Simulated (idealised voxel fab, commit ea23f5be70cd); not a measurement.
This section sets out a process module, namely voxel wiring stack.
cross-section cut | 255 nm wide | cells 5 nm
Just so we're on the same page, the cross-sections are grids of square cells, and they're listed out in bands top to bottom, each band one or more rows deep.
Each band's line starts with the height of the band's top and of its bottom, in nm. Then come its materials from left to right, each with its width in nm. One material with "throughout" fills the band from edge to edge. "blank" is empty space.
We count height from 0. Below that, the starting wafer is all one material. The lowest band never ends at the bottom but goes on down; see "0 and below" for how that is written.
Width: "30 to 40" (first number = top row, second number = bottom row, same change from row to row of cells).
A step reported as "nothing different" is a step in which no cell of the cross-section changed.
In "Catalogued sealed voids" the enclosed voids are listed, meaning empty spaces of 8 cells or larger without any opening to the top. The form is width x height at distance, distance from the left edge, units nm.
Past the settings on a step's line: simulator remark, on that step.
overlay nm: for a step with a mask, the amount by which the mask lay right of where it was planned; a negative amount means left of it.
Before/after cross-section pairs, one process step each; after shown to lowest changed band; step and settings beneath. Pairs may be from different runs of this module on the same starting wafer; a pair continues from the one above only where its "Ex-ante state" entry says so.
Ex-ante state:
- 0 and below = Si throughout
- Catalogued sealed voids: none
Post-Step Geometry:
- 15 down to 0 = SiO2 throughout
- For the remainder of the cross-section, below 0, there is no change.
- Catalogued sealed voids: none
So what happens between those two cross-sections up there? CONFORMAL_DEP,material SiO2,thk nm 15
Ex-ante state: as in the pair right above, post-step view.
Post-Step Geometry:
- 20 down to 15 = TiN throughout
- For the remainder of the cross-section, below 15, there is no change.
- Catalogued sealed voids: none
So what happens between those two cross-sections up there? DIRECTIONAL_DEP,material TiN,thk nm 5
Ex-ante state: as in the pair right above, post-step view.
Post-Step Geometry:
- 35 down to 20 = W throughout
- For the remainder of the cross-section, below 20, there is no change.
- Catalogued sealed voids: none
So what happens between those two cross-sections up there? DIRECTIONAL_DEP,material W,thk nm 15
Ex-ante state: as in the pair right above, post-step view.
Post-Step Geometry:
- 45 down to 35 = aC throughout
- For the remainder of the cross-section, below 35, there is no change.
- Catalogued sealed voids: none
So what happens between those two cross-sections up there? DIRECTIONAL_DEP,material aC,thk nm 10
Ex-ante state: as in the pair right above, post-step view.
Post-Step Geometry:
- 70 down to 45 = 35 of blank; 30 of resist; 20 of blank; 30 of resist; 20 of blank; 30 of resist; 20 of blank; 30 of resist; 40 of blank
- For the remainder of the cross-section, below 45, there is no change.
- Catalogued sealed voids: none
So what happens between those two cross-sections up there? PATTERN,tone cover,mask id METAL_1,material resist,width nm 30,pitch nm 50,thk nm 25,overlay nm 0
Ex-ante state: as in the pair right above, post-step view.
Post-Step Geometry:
- 60 down to 45 = 35 of blank; 30 of resist; 20 of blank; 30 of resist; 20 of blank; 30 of resist; 20 of blank; 30 of resist; 40 of blank
- 45 down to 35 = 35 of blank; 30 of aC; 20 of blank; 30 of aC; 20 of blank; 30 of aC; 20 of blank; 30 of aC; 40 of blank
- For the remainder of the cross-section, below 35, there is no change.
- Catalogued sealed voids: none
So what happens between those two cross-sections up there? DIRECTIONAL_ETCH,etch materials aC,depth nm 10
Ex-ante state: as in the pair right above, post-step view.
Post-Step Geometry:
- 45 down to 35 = 35 of blank; 30 of aC; 20 of blank; 30 of aC; 20 of blank; 30 of aC; 20 of blank; 30 of aC; 40 of blank
- For the remainder of the cross-section, below 35, there is no change.
- Catalogued sealed voids: none
So what happens between those two cross-sections up there? STRIP,etch materials resist
Ex-ante state: as in the pair right above, post-step view.
Post-Step Geometry:
- 45 down to 35 = 35 of blank; 30 of aC; 20 of blank; 30 of aC; 20 of blank; 30 of aC; 20 of blank; 30 of aC; 40 of blank
- 35 down to 20 = 35 of blank; 30 of W; 20 of blank; 30 of W; 20 of blank; 30 of W; 20 of blank; 30 of W; 40 of blank
- For the remainder of the cross-section, below 20, there is no change.
- Catalogued sealed voids: none
So what happens between those two cross-sections up there? DIRECTIONAL_ETCH,etch materials W,depth nm 15
Ex-ante state: as in the pair right above, post-step view.
Post-Step Geometry:
- 45 down to 35 = 35 of blank; 30 of aC; 20 of blank; 30 of aC; 20 of blank; 30 of aC; 20 of blank; 30 of aC; 40 of blank
- 35 down to 20 = 35 of blank; 30 of W; 20 of blank; 30 of W; 20 of blank; 30 of W; 20 of blank; 30 of W; 40 of blank
- 20 down to 15 = 35 of blank; 30 of TiN; 20 of blank; 30 of TiN; 20 of blank; 30 of TiN; 20 of blank; 30 of TiN; 40 of blank
- For the remainder of the cross-section, below 15, there is no change.
- Catalogued sealed voids: none
So what happens between those two cross-sections up there? DIRECTIONAL_ETCH,etch materials TiN,depth nm 5
Ex-ante state: as in the pair right above, post-step view.
Post-Step Geometry:
- 35 down to 20 = 35 of blank; 30 of W; 20 of blank; 30 of W; 20 of blank; 30 of W; 20 of blank; 30 of W; 40 of blank
- For the remainder of the cross-section, below 20, there is no change.
- Catalogued sealed voids: none
So what happens between those two cross-sections up there? STRIP,etch materials aC
Ex-ante state: as in the pair right above, post-step view.
Post-Step Geometry:
- 45 down to 35 = SiO2 throughout
- 35 down to 20 = 35 of SiO2; 30 of W; 20 of SiO2; 30 of W; 20 of SiO2; 30 of W; 20 of SiO2; 30 of W; 40 of SiO2
- 20 down to 15 = 35 of SiO2; 30 of TiN; 20 of SiO2; 30 of TiN; 20 of SiO2; 30 of TiN; 20 of SiO2; 30 of TiN; 40 of SiO2
- For the remainder of the cross-section, below 15, there is no change.
- Catalogued sealed voids: none
So what happens between those two cross-sections up there? FILL_DEP,material SiO2,thk nm 10
Ex-ante state: as in the pair right above, post-step view.
Post-Step Geometry:
- 35 down to 20 = 35 of SiO2; 30 of W; 20 of SiO2; 30 of W; 20 of SiO2; 30 of W; 20 of SiO2; 30 of W; 40 of SiO2
- For the remainder of the cross-section, below 20, there is no change.
- Catalogued sealed voids: none
So what happens between those two cross-sections up there? CMP,height nm 35
Ex-ante state: as in the pair right above, post-step view.
Post-Step Geometry:
- 40 down to 35 = SiCN throughout
- For the remainder of the cross-section, below 35, there is no change.
- Catalogued sealed voids: none
So what happens between those two cross-sections up there? CONFORMAL_DEP,material SiCN,thk nm 5
Ex-ante state: as in the pair right above, post-step view.
Post-Step Geometry:
- 50 down to 40 = lowk throughout
- For the remainder of the cross-section, below 40, there is no change.
- Catalogued sealed voids: none
So what happens between those two cross-sections up there? DIRECTIONAL_DEP,material lowk,thk nm 10
Ex-ante state: as in the pair right above, post-step view.
Post-Step Geometry:
- 70 down to 50 = 35 of resist; 15 of blank; 35 of resist; 15 of blank; 35 of resist; 15 of blank; 35 of resist; 15 of blank; 55 of resist
- For the remainder of the cross-section, below 50, there is no change.
- Catalogued sealed voids: none
So what happens between those two cross-sections up there? PATTERN,tone open,mask id PLUG_1,material resist,width nm 15,pitch nm 50,thk nm 20,overlay nm 0
Ex-ante state: as in the pair right above, post-step view.
Post-Step Geometry:
- 70 down to 50 = 35 of resist; 15 of blank; 35 of resist; 15 of blank; 35 of resist; 15 of blank; 35 of resist; 15 of blank; 55 of resist
- 50 down to 40 = 35 of lowk; 15 of blank; 35 of lowk; 15 of blank; 35 of lowk; 15 of blank; 35 of lowk; 15 of blank; 55 of lowk
- For the remainder of the cross-section, below 40, there is no change.
- Catalogued sealed voids: none
So what happens between those two cross-sections up there? DIRECTIONAL_ETCH,etch materials lowk,depth nm 10
Ex-ante state: as in the pair right above, post-step view.
Post-Step Geometry:
- 70 down to 50 = 35 of resist; 15 of blank; 35 of resist; 15 of blank; 35 of resist; 15 of blank; 35 of resist; 15 of blank; 55 of resist
- 50 down to 40 = 35 of lowk; 15 of blank; 35 of lowk; 15 of blank; 35 of lowk; 15 of blank; 35 of lowk; 15 of blank; 55 of lowk
- 40 down to 35 = 35 of SiCN; 15 of blank; 35 of SiCN; 15 of blank; 35 of SiCN; 15 of blank; 35 of SiCN; 15 of blank; 55 of SiCN
- For the remainder of the cross-section, below 35, there is no change.
- Catalogued sealed voids: none
So what happens between those two cross-sections up there? DIRECTIONAL_ETCH,etch materials SiCN,depth nm 5
Ex-ante state: as in the pair right above, post-step view.
Post-Step Geometry:
- 50 down to 40 = 35 of lowk; 15 of blank; 35 of lowk; 15 of blank; 35 of lowk; 15 of blank; 35 of lowk; 15 of blank; 55 of lowk
- For the remainder of the cross-section, below 40, there is no change.
- Catalogued sealed voids: none
So what happens between those two cross-sections up there? STRIP,etch materials resist
Ex-ante state: as in the pair right above, post-step view.
Post-Step Geometry:
- 55 down to 50 = 40 of TiN; 5 of blank; 45 of TiN; 5 of blank; 45 of TiN; 5 of blank; 45 of TiN; 5 of blank; 60 of TiN
- 50 down to 40 = 35 of lowk; 5 of TiN; 5 of blank; 5 of TiN; 35 of lowk; 5 of TiN; 5 of blank; 5 of TiN; 35 of lowk; 5 of TiN; 5 of blank; 5 of TiN; 35 of lowk; 5 of TiN; 5 of blank; 5 of TiN; 55 of lowk
- 40 down to 35 = 35 of SiCN; 15 of TiN; 35 of SiCN; 15 of TiN; 35 of SiCN; 15 of TiN; 35 of SiCN; 15 of TiN; 55 of SiCN
- For the remainder of the cross-section, below 35, there is no change.
- Catalogued sealed voids: none
So what happens between those two cross-sections up there? CONFORMAL_DEP,material TiN,thk nm 5
Ex-ante state: as in the pair right above, post-step view.
Post-Step Geometry:
- 60 down to 55 = Ru throughout
- 55 down to 50 = 40 of TiN; 5 of Ru; 45 of TiN; 5 of Ru; 45 of TiN; 5 of Ru; 45 of TiN; 5 of Ru; 60 of TiN
- 50 down to 40 = 35 of lowk; 5 of TiN; 5 of Ru; 5 of TiN; 35 of lowk; 5 of TiN; 5 of Ru; 5 of TiN; 35 of lowk; 5 of TiN; 5 of Ru; 5 of TiN; 35 of lowk; 5 of TiN; 5 of Ru; 5 of TiN; 55 of lowk
- For the remainder of the cross-section, below 40, there is no change.
- Catalogued sealed voids: none
So what happens between those two cross-sections up there? FILL_DEP,material Ru,thk nm 5
Ex-ante state: as in the pair right above, post-step view.
Post-Step Geometry:
- 50 down to 40 = 35 of lowk; 5 of TiN; 5 of Ru; 5 of TiN; 35 of lowk; 5 of TiN; 5 of Ru; 5 of TiN; 35 of lowk; 5 of TiN; 5 of Ru; 5 of TiN; 35 of lowk; 5 of TiN; 5 of Ru; 5 of TiN; 55 of lowk
- For the remainder of the cross-section, below 40, there is no change.
- Catalogued sealed voids: none
So what happens between those two cross-sections up there? CMP,height nm 50
Ex-ante state: as in the pair right above, post-step view.
Post-Step Geometry:
- 55 down to 50 = TiN throughout
- For the remainder of the cross-section, below 50, there is no change.
- Catalogued sealed voids: none
So what happens between those two cross-sections up there? DIRECTIONAL_DEP,material TiN,thk nm 5
Ex-ante state: as in the pair right above, post-step view.
Post-Step Geometry:
- 70 down to 55 = Ru throughout
- For the remainder of the cross-section, below 55, there is no change.
- Catalogued sealed voids: none
So what happens between those two cross-sections up there? DIRECTIONAL_DEP,material Ru,thk nm 15
Ex-ante state: as in the pair right above, post-step view.
Post-Step Geometry:
- 80 down to 70 = aC throughout
- For the remainder of the cross-section, below 70, there is no change.
- Catalogued sealed voids: none
So what happens between those two cross-sections up there? DIRECTIONAL_DEP,material aC,thk nm 10
Ex-ante state: as in the pair right above, post-step view.
Post-Step Geometry:
- 105 down to 80 = 35 of blank; 30 of resist; 20 of blank; 30 of resist; 20 of blank; 30 of resist; 20 of blank; 30 of resist; 40 of blank
- For the remainder of the cross-section, below 80, there is no change.
- Catalogued sealed voids: none
So what happens between those two cross-sections up there? PATTERN,tone cover,mask id METAL_2,material resist,width nm 30,pitch nm 50,thk nm 25,overlay nm 0
Ex-ante state: as in the pair right above, post-step view.
Post-Step Geometry:
- 95 down to 80 = 35 of blank; 30 of resist; 20 of blank; 30 of resist; 20 of blank; 30 of resist; 20 of blank; 30 of resist; 40 of blank
- 80 down to 70 = 35 of blank; 30 of aC; 20 of blank; 30 of aC; 20 of blank; 30 of aC; 20 of blank; 30 of aC; 40 of blank
- For the remainder of the cross-section, below 70, there is no change.
- Catalogued sealed voids: none
So what happens between those two cross-sections up there? DIRECTIONAL_ETCH,etch materials aC,depth nm 10
Ex-ante state: as in the pair right above, post-step view.
Post-Step Geometry:
- 80 down to 70 = 35 of blank; 30 of aC; 20 of blank; 30 of aC; 20 of blank; 30 of aC; 20 of blank; 30 of aC; 40 of blank
- For the remainder of the cross-section, below 70, there is no change.
- Catalogued sealed voids: none
So what happens between those two cross-sections up there? STRIP,etch materials resist
Ex-ante state: as in the pair right above, post-step view.
Post-Step Geometry:
- 80 down to 70 = 35 of blank; 30 of aC; 20 of blank; 30 of aC; 20 of blank; 30 of aC; 20 of blank; 30 of aC; 40 of blank
- 70 down to 55 = 35 of blank; 30 of Ru; 20 of blank; 30 of Ru; 20 of blank; 30 of Ru; 20 of blank; 30 of Ru; 40 of blank
- For the remainder of the cross-section, below 55, there is no change.
- Catalogued sealed voids: none
So what happens between those two cross-sections up there? DIRECTIONAL_ETCH,etch materials Ru,depth nm 15
Ex-ante state: as in the pair right above, post-step view.
Post-Step Geometry:
- 80 down to 70 = 35 of blank; 30 of aC; 20 of blank; 30 of aC; 20 of blank; 30 of aC; 20 of blank; 30 of aC; 40 of blank
- 70 down to 55 = 35 of blank; 30 of Ru; 20 of blank; 30 of Ru; 20 of blank; 30 of Ru; 20 of blank; 30 of Ru; 40 of blank
- 55 down to 50 = 35 of blank; 30 of TiN; 20 of blank; 30 of TiN; 20 of blank; 30 of TiN; 20 of blank; 30 of TiN; 40 of blank
- For the remainder of the cross-section, below 50, there is no change.
- Catalogued sealed voids: none
So what happens between those two cross-sections up there? DIRECTIONAL_ETCH,etch materials TiN,depth nm 5
Ex-ante state: as in the pair right above, post-step view.
Post-Step Geometry:
- 70 down to 55 = 35 of blank; 30 of Ru; 20 of blank; 30 of Ru; 20 of blank; 30 of Ru; 20 of blank; 30 of Ru; 40 of blank
- For the remainder of the cross-section, below 55, there is no change.
- Catalogued sealed voids: none
So what happens between those two cross-sections up there? STRIP,etch materials aC
Ex-ante state: as in the pair right above, post-step view.
Post-Step Geometry:
- 75 down to 70 = 30 of blank; 40 of SiCN; 10 of blank; 40 of SiCN; 10 of blank; 40 of SiCN; 10 of blank; 40 of SiCN; 35 of blank
- 70 down to 55 = 30 of blank; 5 of SiCN; 30 of Ru; 5 of SiCN; 10 of blank; 5 of SiCN; 30 of Ru; 5 of SiCN; 10 of blank; 5 of SiCN; 30 of Ru; 5 of SiCN; 10 of blank; 5 of SiCN; 30 of Ru; 5 of SiCN; 35 of blank
- 55 down to 50 = 35 of SiCN; 30 of TiN; 20 of SiCN; 30 of TiN; 20 of SiCN; 30 of TiN; 20 of SiCN; 30 of TiN; 40 of SiCN
- For the remainder of the cross-section, below 50, there is no change.
- Catalogued sealed voids: none
So what happens between those two cross-sections up there? CONFORMAL_DEP,material SiCN,thk nm 5
Ex-ante state: as in the pair right above, post-step view.
Post-Step Geometry:
- 85 down to 75 = lowk throughout
- 75 down to 70 = 30 of lowk; 40 of SiCN; 10 of lowk; 40 of SiCN; 10 of lowk; 40 of SiCN; 10 of lowk; 40 of SiCN; 35 of lowk
- 70 down to 55 = 30 of lowk; 5 of SiCN; 30 of Ru; 5 of SiCN; 10 of lowk; 5 of SiCN; 30 of Ru; 5 of SiCN; 10 of lowk; 5 of SiCN; 30 of Ru; 5 of SiCN; 10 of lowk; 5 of SiCN; 30 of Ru; 5 of SiCN; 35 of lowk
- For the remainder of the cross-section, below 55, there is no change.
- Catalogued sealed voids: none
So what happens between those two cross-sections up there? FILL_DEP,material lowk,thk nm 10
Ex-ante state: as in the pair right above, post-step view.
Post-Step Geometry:
- 70 down to 55 = 30 of lowk; 5 of SiCN; 30 of Ru; 5 of SiCN; 10 of lowk; 5 of SiCN; 30 of Ru; 5 of SiCN; 10 of lowk; 5 of SiCN; 30 of Ru; 5 of SiCN; 10 of lowk; 5 of SiCN; 30 of Ru; 5 of SiCN; 35 of lowk
- For the remainder of the cross-section, below 55, there is no change.
- Catalogued sealed voids: none
So what happens between those two cross-sections up there? CMP,height nm 70
Ex-ante state: as in the pair right above, post-step view.
Post-Step Geometry:
- 75 down to 70 = SiCN throughout
- For the remainder of the cross-section, below 70, there is no change.
- Catalogued sealed voids: none
So what happens between those two cross-sections up there? CONFORMAL_DEP,material SiCN,thk nm 5
Ex-ante state:
- 15 down to 0 = SiO2 throughout
- 0 and below = Si throughout
- Catalogued sealed voids: none
Post-Step Geometry:
- 30 down to 15 = W throughout
- For the remainder of the cross-section, below 15, there is no change.
- Catalogued sealed voids: none
So what happens between those two cross-sections up there? DIRECTIONAL_DEP,material W,thk nm 15
Ex-ante state: as in the pair right above, post-step view.
Post-Step Geometry:
- 40 down to 30 = aC throughout
- For the remainder of the cross-section, below 30, there is no change.
- Catalogued sealed voids: none
So what happens between those two cross-sections up there? DIRECTIONAL_DEP,material aC,thk nm 10
Ex-ante state: as in the pair right above, post-step view.
Post-Step Geometry:
- 65 down to 40 = 35 of blank; 30 of resist; 20 of blank; 30 of resist; 20 of blank; 30 of resist; 20 of blank; 30 of resist; 40 of blank
- For the remainder of the cross-section, below 40, there is no change.
- Catalogued sealed voids: none
So what happens between those two cross-sections up there? PATTERN,tone cover,mask id METAL_1,material resist,width nm 30,pitch nm 50,thk nm 25,overlay nm 0
Ex-ante state: as in the pair right above, post-step view.
Post-Step Geometry:
- 55 down to 40 = 35 of blank; 30 of resist; 20 of blank; 30 of resist; 20 of blank; 30 of resist; 20 of blank; 30 of resist; 40 of blank
- 40 down to 30 = 35 of blank; 30 of aC; 20 of blank; 30 of aC; 20 of blank; 30 of aC; 20 of blank; 30 of aC; 40 of blank
- For the remainder of the cross-section, below 30, there is no change.
- Catalogued sealed voids: none
So what happens between those two cross-sections up there? DIRECTIONAL_ETCH,etch materials aC,depth nm 10
Ex-ante state: as in the pair right above, post-step view.
Post-Step Geometry:
- 40 down to 30 = 35 of blank; 30 of aC; 20 of blank; 30 of aC; 20 of blank; 30 of aC; 20 of blank; 30 of aC; 40 of blank
- For the remainder of the cross-section, below 30, there is no change.
- Catalogued sealed voids: none
So what happens between those two cross-sections up there? STRIP,etch materials resist
Ex-ante state: as in the pair right above, post-step view.
Post-Step Geometry:
- 40 down to 30 = 35 of blank; 30 of aC; 20 of blank; 30 of aC; 20 of blank; 30 of aC; 20 of blank; 30 of aC; 40 of blank
- 30 down to 15 = 35 of blank; 30 of W; 20 of blank; 30 of W; 20 of blank; 30 of W; 20 of blank; 30 of W; 40 of blank
- For the remainder of the cross-section, below 15, there is no change.
- Catalogued sealed voids: none
So what happens between those two cross-sections up there? DIRECTIONAL_ETCH,etch materials W,depth nm 15
Ex-ante state: as in the pair right above, post-step view.
Post-Step Geometry:
- 30 down to 15 = 35 of blank; 30 of W; 20 of blank; 30 of W; 20 of blank; 30 of W; 20 of blank; 30 of W; 40 of blank
- For the remainder of the cross-section, below 15, there is no change.
- Catalogued sealed voids: none
So what happens between those two cross-sections up there? STRIP,etch materials aC
Ex-ante state: as in the pair right above, post-step view.
Post-Step Geometry:
- 40 down to 30 = SiO2 throughout
- 30 down to 15 = 35 of SiO2; 30 of W; 20 of SiO2; 30 of W; 20 of SiO2; 30 of W; 20 of SiO2; 30 of W; 40 of SiO2
- For the remainder of the cross-section, below 15, there is no change.
- Catalogued sealed voids: none
So what happens between those two cross-sections up there? FILL_DEP,material SiO2,thk nm 10
Ex-ante state: as in the pair right above, post-step view.
Post-Step Geometry:
- 35 down to 30 = SiO2 throughout
- For the remainder of the cross-section, below 30, there is no change.
- Catalogued sealed voids: none
So what happens between those two cross-sections up there? CMP,height nm 35
Ex-ante state: as in the pair right above, post-step view.
Post-Step Geometry:
- 40 down to 35 = SiCN throughout
- For the remainder of the cross-section, below 35, there is no change.
- Catalogued sealed voids: none
So what happens between those two cross-sections up there? CONFORMAL_DEP,material SiCN,thk nm 5
Ex-ante state: as in the pair right above, post-step view.
Post-Step Geometry:
- 50 down to 40 = lowk throughout
- For the remainder of the cross-section, below 40, there is no change.
- Catalogued sealed voids: none
So what happens between those two cross-sections up there? DIRECTIONAL_DEP,material lowk,thk nm 10
Ex-ante state: as in the pair right above, post-step view.
Post-Step Geometry:
- 70 down to 50 = 35 of resist; 15 of blank; 35 of resist; 15 of blank; 35 of resist; 15 of blank; 35 of resist; 15 of blank; 55 of resist
- For the remainder of the cross-section, below 50, there is no change.
- Catalogued sealed voids: none
So what happens between those two cross-sections up there? PATTERN,tone open,mask id PLUG_1,material resist,width nm 15,pitch nm 50,thk nm 20,overlay nm 0
Ex-ante state: as in the pair right above, post-step view.
Post-Step Geometry:
- 70 down to 50 = 35 of resist; 15 of blank; 35 of resist; 15 of blank; 35 of resist; 15 of blank; 35 of resist; 15 of blank; 55 of resist
- 50 down to 40 = 35 of lowk; 15 of blank; 35 of lowk; 15 of blank; 35 of lowk; 15 of blank; 35 of lowk; 15 of blank; 55 of lowk
- For the remainder of the cross-section, below 40, there is no change.
- Catalogued sealed voids: none
So what happens between those two cross-sections up there? DIRECTIONAL_ETCH,etch materials lowk,depth nm 10
Ex-ante state: as in the pair right above, post-step view.
Post-Step Geometry:
- 70 down to 50 = 35 of resist; 15 of blank; 35 of resist; 15 of blank; 35 of resist; 15 of blank; 35 of resist; 15 of blank; 55 of resist
- 50 down to 40 = 35 of lowk; 15 of blank; 35 of lowk; 15 of blank; 35 of lowk; 15 of blank; 35 of lowk; 15 of blank; 55 of lowk
- 40 down to 35 = 35 of SiCN; 15 of blank; 35 of SiCN; 15 of blank; 35 of SiCN; 15 of blank; 35 of SiCN; 15 of blank; 55 of SiCN
- For the remainder of the cross-section, below 35, there is no change.
- Catalogued sealed voids: none
So what happens between those two cross-sections up there? DIRECTIONAL_ETCH,etch materials SiCN,depth nm 5
Ex-ante state: as in the pair right above, post-step view.
Post-Step Geometry:
- 50 down to 40 = 35 of lowk; 15 of blank; 35 of lowk; 15 of blank; 35 of lowk; 15 of blank; 35 of lowk; 15 of blank; 55 of lowk
- For the remainder of the cross-section, below 40, there is no change.
- Catalogued sealed voids: none
So what happens between those two cross-sections up there? STRIP,etch materials resist
Ex-ante state: as in the pair right above, post-step view.
Post-Step Geometry:
- 55 down to 50 = 40 of TiN; 5 of blank; 45 of TiN; 5 of blank; 45 of TiN; 5 of blank; 45 of TiN; 5 of blank; 60 of TiN
- 50 down to 40 = 35 of lowk; 5 of TiN; 5 of blank; 5 of TiN; 35 of lowk; 5 of TiN; 5 of blank; 5 of TiN; 35 of lowk; 5 of TiN; 5 of blank; 5 of TiN; 35 of lowk; 5 of TiN; 5 of blank; 5 of TiN; 55 of lowk
- 40 down to 35 = 35 of SiCN; 15 of TiN; 35 of SiCN; 15 of TiN; 35 of SiCN; 15 of TiN; 35 of SiCN; 15 of TiN; 55 of SiCN
- For the remainder of the cross-section, below 35, there is no change.
- Catalogued sealed voids: none
So what happens between those two cross-sections up there? CONFORMAL_DEP,material TiN,thk nm 5
Ex-ante state: as in the pair right above, post-step view.
Post-Step Geometry:
- 60 down to 55 = Ru throughout
- 55 down to 50 = 40 of TiN; 5 of Ru; 45 of TiN; 5 of Ru; 45 of TiN; 5 of Ru; 45 of TiN; 5 of Ru; 60 of TiN
- 50 down to 40 = 35 of lowk; 5 of TiN; 5 of Ru; 5 of TiN; 35 of lowk; 5 of TiN; 5 of Ru; 5 of TiN; 35 of lowk; 5 of TiN; 5 of Ru; 5 of TiN; 35 of lowk; 5 of TiN; 5 of Ru; 5 of TiN; 55 of lowk
- For the remainder of the cross-section, below 40, there is no change.
- Catalogued sealed voids: none
So what happens between those two cross-sections up there? FILL_DEP,material Ru,thk nm 5
Ex-ante state: as in the pair right above, post-step view.
Post-Step Geometry:
- 50 down to 40 = 35 of lowk; 5 of TiN; 5 of Ru; 5 of TiN; 35 of lowk; 5 of TiN; 5 of Ru; 5 of TiN; 35 of lowk; 5 of TiN; 5 of Ru; 5 of TiN; 35 of lowk; 5 of TiN; 5 of Ru; 5 of TiN; 55 of lowk
- For the remainder of the cross-section, below 40, there is no change.
- Catalogued sealed voids: none
So what happens between those two cross-sections up there? CMP,height nm 50
Ex-ante state: as in the pair right above, post-step view.
Post-Step Geometry:
- 55 down to 50 = TiN throughout
- For the remainder of the cross-section, below 50, there is no change.
- Catalogued sealed voids: none
So what happens between those two cross-sections up there? DIRECTIONAL_DEP,material TiN,thk nm 5
Ex-ante state: as in the pair right above, post-step view.
Post-Step Geometry:
- 70 down to 55 = Ru throughout
- For the remainder of the cross-section, below 55, there is no change.
- Catalogued sealed voids: none
So what happens between those two cross-sections up there? DIRECTIONAL_DEP,material Ru,thk nm 15
Ex-ante state: as in the pair right above, post-step view.
Post-Step Geometry:
- 80 down to 70 = aC throughout
- For the remainder of the cross-section, below 70, there is no change.
- Catalogued sealed voids: none
So what happens between those two cross-sections up there? DIRECTIONAL_DEP,material aC,thk nm 10
Ex-ante state: as in the pair right above, post-step view.
Post-Step Geometry:
- 105 down to 80 = 35 of blank; 30 of resist; 20 of blank; 30 of resist; 20 of blank; 30 of resist; 20 of blank; 30 of resist; 40 of blank
- For the remainder of the cross-section, below 80, there is no change.
- Catalogued sealed voids: none
So what happens between those two cross-sections up there? PATTERN,tone cover,mask id METAL_2,material resist,width nm 30,pitch nm 50,thk nm 25,overlay nm 0
Ex-ante state: as in the pair right above, post-step view.
Post-Step Geometry:
- 95 down to 80 = 35 of blank; 30 of resist; 20 of blank; 30 of resist; 20 of blank; 30 of resist; 20 of blank; 30 of resist; 40 of blank
- 80 down to 70 = 35 of blank; 30 of aC; 20 of blank; 30 of aC; 20 of blank; 30 of aC; 20 of blank; 30 of aC; 40 of blank
- For the remainder of the cross-section, below 70, there is no change.
- Catalogued sealed voids: none
So what happens between those two cross-sections up there? DIRECTIONAL_ETCH,etch materials aC,depth nm 10
Ex-ante state: as in the pair right above, post-step view.
Post-Step Geometry:
- 80 down to 70 = 35 of blank; 30 of aC; 20 of blank; 30 of aC; 20 of blank; 30 of aC; 20 of blank; 30 of aC; 40 of blank
- For the remainder of the cross-section, below 70, there is no change.
- Catalogued sealed voids: none
So what happens between those two cross-sections up there? STRIP,etch materials resist
Ex-ante state: as in the pair right above, post-step view.
Post-Step Geometry:
- 80 down to 70 = 35 of blank; 30 of aC; 20 of blank; 30 of aC; 20 of blank; 30 of aC; 20 of blank; 30 of aC; 40 of blank
- 70 down to 55 = 35 of blank; 30 of Ru; 20 of blank; 30 of Ru; 20 of blank; 30 of Ru; 20 of blank; 30 of Ru; 40 of blank
- For the remainder of the cross-section, below 55, there is no change.
- Catalogued sealed voids: none
So what happens between those two cross-sections up there? DIRECTIONAL_ETCH,etch materials Ru,depth nm 15
Ex-ante state: as in the pair right above, post-step view.
Post-Step Geometry:
- 80 down to 70 = 35 of blank; 30 of aC; 20 of blank; 30 of aC; 20 of blank; 30 of aC; 20 of blank; 30 of aC; 40 of blank
- 70 down to 55 = 35 of blank; 30 of Ru; 20 of blank; 30 of Ru; 20 of blank; 30 of Ru; 20 of blank; 30 of Ru; 40 of blank
- 55 down to 50 = 35 of blank; 30 of TiN; 20 of blank; 30 of TiN; 20 of blank; 30 of TiN; 20 of blank; 30 of TiN; 40 of blank
- For the remainder of the cross-section, below 50, there is no change.
- Catalogued sealed voids: none
So what happens between those two cross-sections up there? DIRECTIONAL_ETCH,etch materials TiN,depth nm 5
Ex-ante state: as in the pair right above, post-step view.
Post-Step Geometry:
- 70 down to 55 = 35 of blank; 30 of Ru; 20 of blank; 30 of Ru; 20 of blank; 30 of Ru; 20 of blank; 30 of Ru; 40 of blank
- For the remainder of the cross-section, below 55, there is no change.
- Catalogued sealed voids: none
So what happens between those two cross-sections up there? STRIP,etch materials aC
Ex-ante state: as in the pair right above, post-step view.
Post-Step Geometry:
- 75 down to 70 = 30 of blank; 40 of SiCN; 10 of blank; 40 of SiCN; 10 of blank; 40 of SiCN; 10 of blank; 40 of SiCN; 35 of blank
- 70 down to 55 = 30 of blank; 5 of SiCN; 30 of Ru; 5 of SiCN; 10 of blank; 5 of SiCN; 30 of Ru; 5 of SiCN; 10 of blank; 5 of SiCN; 30 of Ru; 5 of SiCN; 10 of blank; 5 of SiCN; 30 of Ru; 5 of SiCN; 35 of blank
- 55 down to 50 = 35 of SiCN; 30 of TiN; 20 of SiCN; 30 of TiN; 20 of SiCN; 30 of TiN; 20 of SiCN; 30 of TiN; 40 of SiCN
- For the remainder of the cross-section, below 50, there is no change.
- Catalogued sealed voids: none
So what happens between those two cross-sections up there? CONFORMAL_DEP,material SiCN,thk nm 5
Ex-ante state: as in the pair right above, post-step view.
Post-Step Geometry:
- 85 down to 75 = lowk throughout
- 75 down to 70 = 30 of lowk; 40 of SiCN; 10 of lowk; 40 of SiCN; 10 of lowk; 40 of SiCN; 10 of lowk; 40 of SiCN; 35 of lowk
- 70 down to 55 = 30 of lowk; 5 of SiCN; 30 of Ru; 5 of SiCN; 10 of lowk; 5 of SiCN; 30 of Ru; 5 of SiCN; 10 of lowk; 5 of SiCN; 30 of Ru; 5 of SiCN; 10 of lowk; 5 of SiCN; 30 of Ru; 5 of SiCN; 35 of lowk
- For the remainder of the cross-section, below 55, there is no change.
- Catalogued sealed voids: none
So what happens between those two cross-sections up there? FILL_DEP,material lowk,thk nm 10
Ex-ante state: as in the pair right above, post-step view.
Post-Step Geometry:
- 70 down to 55 = 30 of lowk; 5 of SiCN; 30 of Ru; 5 of SiCN; 10 of lowk; 5 of SiCN; 30 of Ru; 5 of SiCN; 10 of lowk; 5 of SiCN; 30 of Ru; 5 of SiCN; 10 of lowk; 5 of SiCN; 30 of Ru; 5 of SiCN; 35 of lowk
- For the remainder of the cross-section, below 55, there is no change.
- Catalogued sealed voids: none
So what happens between those two cross-sections up there? CMP,height nm 70
Ex-ante state: as in the pair right above, post-step view.
Post-Step Geometry:
- 75 down to 70 = SiCN throughout
- For the remainder of the cross-section, below 70, there is no change.
- Catalogued sealed voids: none
So what happens between those two cross-sections up there? CONFORMAL_DEP,material SiCN,thk nm 5
Ex-ante state:
- 15 down to 0 = SiO2 throughout
- 0 and below = Si throughout
- Catalogued sealed voids: none
Post-Step Geometry:
- 30 down to 0 = SiO2 throughout
- For the remainder of the cross-section, below 0, there is no change.
- Catalogued sealed voids: none
So what happens between those two cross-sections up there? CONFORMAL_DEP,material SiO2,thk nm 15
